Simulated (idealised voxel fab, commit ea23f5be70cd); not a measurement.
Herein follows the process module entitled voxel released beams.
Xsec cut, 250 nm wide, square cell size 5 nm.
A cross-section is written here as square cells arranged in a grid, and it is given in bands from the top down, each band taking up one or more rows of cells.
It is stipulated that each band's entry specify, in nanometres, the height of the top of the band and then that of its bottom, followed by the materials of the band in left-to-right sequence, each together with its width in nanometres. A single material marked by the word "everywhere" is understood to fill the band from edge to edge; the word "blank" is understood to denote empty space.
Height reference: 0 = level under which incoming wafer is all one material. Lowest band: no bottom, runs on downward, e.g. "from 0 down".
Width "30->40": first value at the band's top row of cells, second value at its bottom row, equal change from row to row.
Any step labelled "no modifications" changed none of the cells in the cross-section.
Look at "Unvented internal voids" for the closed voids: empty spaces with no open path to the top, sized 8 cells or up. Each is width x height at distance, distance from the left edge, all nm.
Where a step's line continues beyond its settings, the continuation is a remark by the simulator itself on that step.
The setting "overlay nm" may be written on the line of a step. When the step uses a mask, the value reports how far to the right of the planned place the mask lay, and a negative value reports that it lay to the left.
PROCESS STEPS FORESEEN IN THE PLAN
1,RECEIVE | material Si
2,CONFORMAL_DEP | material SiN | thk nm 10
3,DIRECTIONAL_DEP | material SiO2 | thk nm 15
4,MASKED_ETCH | tone open | mask id ANCHOR | width nm 35 | etch materials SiO2 | depth nm 15 | overlay nm 0
5,CONFORMAL_DEP | material W | thk nm 15
6,PATTERN | tone cover | mask id BEAM | material resist | width nm 110 | thk nm 15 | overlay nm 0
7,DIRECTIONAL_ETCH | etch materials W | depth nm 15
8,STRIP | etch materials resist
9,STRIP | etch materials SiO2
FIRST WAFER, TWO IN TOTAL, RUN AS PLANNED
CROSS-SECTION, INCOMING MATERIAL, AFTER STEP 1
from 0 down = Si everywhere
Unvented internal voids: none
CROSS-SECTIONAL REPRESENTATION OF THE WAFER AT THE CONCLUSION OF STEP 2
from 10 to 0 = SiN everywhere
Below 0, no change.
CROSS-SECTIONAL REPRESENTATION OF THE WAFER AT THE CONCLUSION OF STEP 3
from 25 to 10 = SiO2 everywhere
Below 10, no change.
CROSS-SECTIONAL REPRESENTATION OF THE WAFER AT THE CONCLUSION OF STEP 4
from 25 to 10 = 70 nm SiO2, then 35 nm blank, then 145 nm SiO2
Below 10, no change.
CROSS-SECTIONAL REPRESENTATION OF THE WAFER AT THE CONCLUSION OF STEP 5
from 40 to 25 = 85 nm W, then 5 nm blank, then 160 nm W
from 25 to 10 = 70 nm SiO2, then 35 nm W, then 145 nm SiO2
Below 10, no change.
CROSS-SECTIONAL REPRESENTATION OF THE WAFER AT THE CONCLUSION OF STEP 6
from 55 to 40 = 65 nm blank, then 110 nm resist, then 75 nm blank
from 40 to 25 = 85 nm W, then 5 nm resist, then 160 nm W
Below 25, no change.
CROSS-SECTIONAL REPRESENTATION OF THE WAFER AT THE CONCLUSION OF STEP 7
from 55 to 40 = 65 nm blank, then 110 nm resist, then 75 nm blank
from 40 to 25 = 65 nm blank, then 20 nm W, then 5 nm resist, then 85 nm W, then 75 nm blank
Below 25, no change.
CROSS-SECTIONAL REPRESENTATION OF THE WAFER AT THE CONCLUSION OF STEP 8
from 40 to 25 = 65 nm blank, then 20 nm W, then 5 nm blank, then 85 nm W, then 75 nm blank
Below 25, no change.
CROSS-SECTIONAL REPRESENTATION OF THE WAFER AT THE CONCLUSION OF STEP 9
from 40 to 25 = 65 nm blank, then 20 nm W, then 5 nm blank, then 85 nm W, then 75 nm blank
from 25 to 10 = 70 nm blank, then 35 nm W, then 145 nm blank
Below 10, no change.
WAFER TWO OF THE PAIR: SAME ORIGIN, SAME PLAN, ONE ERROR DURING THE RUN; IDENTICAL TO WAFER ONE UP TO AND INCLUDING STEP 6
SECOND WAFER, SECTION VIEW, TIME POINT: SCHEDULED END OF STEP 7
from 55 to 40 = 65 nm blank, then 110 nm resist, then 75 nm blank
from 40 to 35 = 65 nm blank, then 20 nm W, then 5 nm resist, then 85 nm W, then 75 nm blank
Below 35, no change.
SECOND WAFER, SECTION VIEW, TIME POINT: SCHEDULED END OF STEP 8
from 40 to 35 = 65 nm blank, then 20 nm W, then 5 nm blank, then 85 nm W, then 75 nm blank
from 35 to 25 = 85 nm W, then 5 nm blank, then 160 nm W
Below 25, no change.
Second wafer, section view, time point: scheduled end of step 9: no modifications
In executing the process, a mistake was made relative to the plan: step 7 did not happen as planned, as run it was DIRECTIONAL_ETCH | etch materials W | depth nm 5
Final cells, second wafer relative to first, materials higher or lower: SiO2 +129; W +56
